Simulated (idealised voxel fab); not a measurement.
process module | voxel capacitor over wiring
Square cells of 5 nm make up the cross-section cut, whose width is 225 nm.
When this document writes out a cross-section, it uses a grid of square cells and lists it as bands, beginning at the top and moving down, with a band standing for one or more rows of cells. Look at the band entry: it leads with the top's height and the bottom's height in nm. Then it lists the materials left to right, with a width in nm for each. The word "full width" on a single material says that material fills the band edge to edge. The word "air" is empty space. Counting heights begins at 0, where everything beneath is, in the wafer as received, one material. The lowest band has no bottom; it goes on downwards, as "0..down" shows. When a width is written as two numbers, as in "30..40", the first number is the width in the top row of cells of the band and the second is the width in its bottom row, and the width changes by the same amount from each row to the next. Take "changes: none" at face value: in the step it is given for, the cross-section changed in none of its cells. So "Closed internal cavities" is basically the list of trapped voids: any empty space of 8 cells or more that can't reach the top through an opening. They're written width x height at distance, the distance being from the left edge, and it's all nm. It should be noted that, on the line of a given step, the content following the step's settings is a remark produced by the simulator itself with respect to that step. The "overlay nm" setting may appear on a step's line; for a step that uses a mask, it gives how far to the right of its planned position the mask lay, and a negative value indicates the left.
[Process steps foreseen in the plan]
step 1: RECEIVE | material Si
step 2: CONFORMAL_DEP | material SiO2 | thk nm 15
step 3: CONFORMAL_DEP | material SiCN | thk nm 5
step 4: DIRECTIONAL_DEP | material SiO2 | thk nm 20
step 5: MASKED_ETCH | tone open | mask id METAL_1 | width nm 30 | pitch nm 90 | etch materials SiO2 | depth nm 20 | overlay nm 0
step 6: MASKED_ETCH | tone open | mask id METAL_1 | width nm 30 | pitch nm 90 | etch materials SiCN | depth nm 5 | overlay nm 0
step 7: CONFORMAL_DEP | material TiN | thk nm 5
step 8: FILL_DEP | material Cu | thk nm 10
step 9: CMP | height nm 40
step 10: CONFORMAL_DEP | material SiCN | thk nm 5
step 11: DIRECTIONAL_DEP | material lowk | thk nm 15
step 12: DIRECTIONAL_DEP | material aC | thk nm 10
step 13: PATTERN | tone open | mask id PLUG_1 | material resist | width nm 15 | thk nm 30 | overlay nm 0
step 14: DIRECTIONAL_ETCH | etch materials aC | depth nm 10
step 15: STRIP | etch materials resist
step 16: DIRECTIONAL_ETCH | etch materials lowk | depth nm 15
step 17: DIRECTIONAL_ETCH | etch materials SiCN | depth nm 5
step 18: STRIP | etch materials aC
step 19: CONFORMAL_DEP | material TiN | thk nm 5
step 20: FILL_DEP | material Ru | thk nm 5
step 21: CMP | height nm 60
step 22: DIRECTIONAL_DEP | material TiN | thk nm 5
step 23: DIRECTIONAL_DEP | material SiN | thk nm 5
step 24: DIRECTIONAL_DEP | material TiN | thk nm 5
step 25: DIRECTIONAL_DEP | material aC | thk nm 10
step 26: PATTERN | tone cover | mask id UPPER_PLATE | material resist | width nm 65 | thk nm 25 | overlay nm 0
step 27: DIRECTIONAL_ETCH | etch materials aC | depth nm 10
step 28: STRIP | etch materials resist
step 29: DIRECTIONAL_ETCH | etch materials TiN | depth nm 5
step 30: DIRECTIONAL_ETCH | etch materials SiN | depth nm 5
step 31: STRIP | etch materials aC
step 32: MASKED_ETCH | tone cover | mask id LOWER_PLATE | width nm 75 | etch materials TiN | depth nm 5 | overlay nm 0
step 33: FILL_DEP | material SiO2 | thk nm 20
step 34: CMP | height nm 90
step 35: PATTERN | tone open | mask id PLUG_2 | material resist | width nm 15 | thk nm 20 | overlay nm 0
step 36: DIRECTIONAL_ETCH | etch materials SiO2 | depth nm 15
step 37: STRIP | etch materials resist
step 38: CONFORMAL_DEP | material TiN | thk nm 5
step 39: FILL_DEP | material Ru | thk nm 5
step 40: CMP | height nm 90
step 41: CONFORMAL_DEP | material SiCN | thk nm 5
[Wafer as received: cross-section following step 1]
  0..down: Si full width
  Closed internal cavities: none
[Sectioned view, first of two wafers, at the close of the module, processed as intended in the plan]
  95..90: SiCN full width
  90..80: SiO2: 75, then TiN: 5, then Ru: 5, then TiN: 5, then SiO2: 135
  80..70: SiO2: 75..65, then TiN: 15..65, then SiO2: 135..95
  70..65: SiO2: 65, then SiN: 65, then SiO2: 95
  65..60: SiO2: 60, then TiN: 75, then SiO2: 90
  60..45: lowk: 65, then TiN: 5, then Ru: 5, then TiN: 5, then lowk: 145
  45..40: SiCN: 65, then TiN: 15, then SiCN: 145
  40..20: SiO2: 50, then TiN: 5, then Cu: 20, then TiN: 5, then SiO2: 60, then TiN: 5, then Cu: 20, then TiN: 5, then SiO2: 55
  20..15: SiCN: 50, then TiN: 30, then SiCN: 60, then TiN: 30, then SiCN: 55
  15..0: SiO2 full width
  0..down: Si full width
  Closed internal cavities: none
[Wafer two (of two), end-of-module cross-section: start = wafer one, plan = wafer one, one run mistake]
  95..90: SiCN full width
  90..80: SiO2: 75, then TiN: 5, then Ru: 5, then TiN: 5, then SiO2: 135
  80..70: SiO2: 75..65, then TiN: 15..65, then SiO2: 135..95
  70..65: SiO2: 65, then SiN: 65, then SiO2: 95
  65..60: SiO2: 60, then TiN: 75, then SiO2: 90
  60..45: lowk: 65, then TiN: 5, then Ru: 5, then TiN: 5, then lowk: 145
  45..40: SiCN: 65, then TiN: 15, then SiCN: 145
  40..35: SiO2: 50, then TiN: 5, then Cu: 20, then TiN: 5, then SiO2: 60, then TiN: 5, then Cu: 20, then TiN: 5, then SiO2: 55
  35..30: SiCN: 50, then TiN: 30, then SiCN: 60, then TiN: 30, then SiCN: 55
  30..0: SiO2 full width
  0..down: Si full width
  Closed internal cavities: none
Plan not followed: regarding the plan, step 2 was run twice
It is noted that, at the conclusion of processing, the second wafer exhibits a higher or lower cell count for certain materials relative to the first: Cu -24, SiO2 +36, TiN -12
